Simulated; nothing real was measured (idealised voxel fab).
The following is a process module called voxel tone inversion.
Cross-section cut spans 155 nm and uses square cells 5 nm in size.
Cross-section format: a grid of square cells, given as bands from top to bottom; each band is one or more rows of cells.
In this notation a band is specified by the heights of its top and bottom, in that order and in nm, after which its materials appear from left to right, each paired with its width in nm. The word "throughout" attached to a single material means that material fills the band from edge to edge; the word "empty" stands for empty space.
All heights in this document are referenced to 0, defined as the level beneath which the wafer, as received, consists entirely of one material. The lowest band is not bounded below; it extends indefinitely downward and is written in the form "from 0 down".
Width "30..40": first value at the band's top row of cells, second value at its bottom row, equal change from row to row.
You'll sometimes find "remains unaltered" written for a step, and that's the way of saying that nowhere in the cross-section did a cell change during that step.
What "Sealed internal voids" gives you is every empty space of 8 cells or more that is cut off from the top. Each appears as width x height at distance, with the distance taken from the left edge and width, height and distance all in nm.
after a step's settings: what the simulator itself notes on the step
overlay nm: where the mask lay relative to plan, measured to the right, on steps with a mask; negatives go left.
### Process steps (planned)
1. RECEIVE: material Si
2. CONFORMAL_DEP: material SiN, thk nm 5
3. DIRECTIONAL_DEP: material polySi, thk nm 15
4. PATTERN: tone cover, mask id POSTS, material resist, width nm 25, pitch nm 55, thk nm 20, overlay nm 0
5. DIRECTIONAL_ETCH: etch materials polySi, depth nm 15
6. STRIP: etch materials resist
7. FILL_DEP: material lowk, thk nm 5
8. CMP: height nm 20
9. STRIP: etch materials polySi
10. CONFORMAL_DEP: material TiN, thk nm 5
11. FILL_DEP: material Ru, thk nm 10
12. CMP: height nm 20
13. CONFORMAL_DEP: material SiN, thk nm 5
### Wafer as received: cross-section following step 1
- from 0 down | Si throughout
- Sealed internal voids: none
### Module complete, cross-section. Starting point and plan per above. One mistake made in running the module
- from 25 to 20 | SiN throughout
- from 20 to 10 | 35 nm lowk; 5 nm polySi; 15 nm Ru; 5 nm polySi; 30 nm lowk; 5 nm polySi; 15 nm Ru; 5 nm polySi; 40 nm lowk
- from 10 to 5 | 35 nm lowk; 25 nm polySi; 30 nm lowk; 25 nm polySi; 40 nm lowk
- from 5 to 0 | SiN throughout
- from 0 down | Si throughout
- Sealed internal voids: none
Where did the run depart from the plan? step 10 was not run as planned; what actually ran was CONFORMAL_DEP: material polySi, thk nm 5
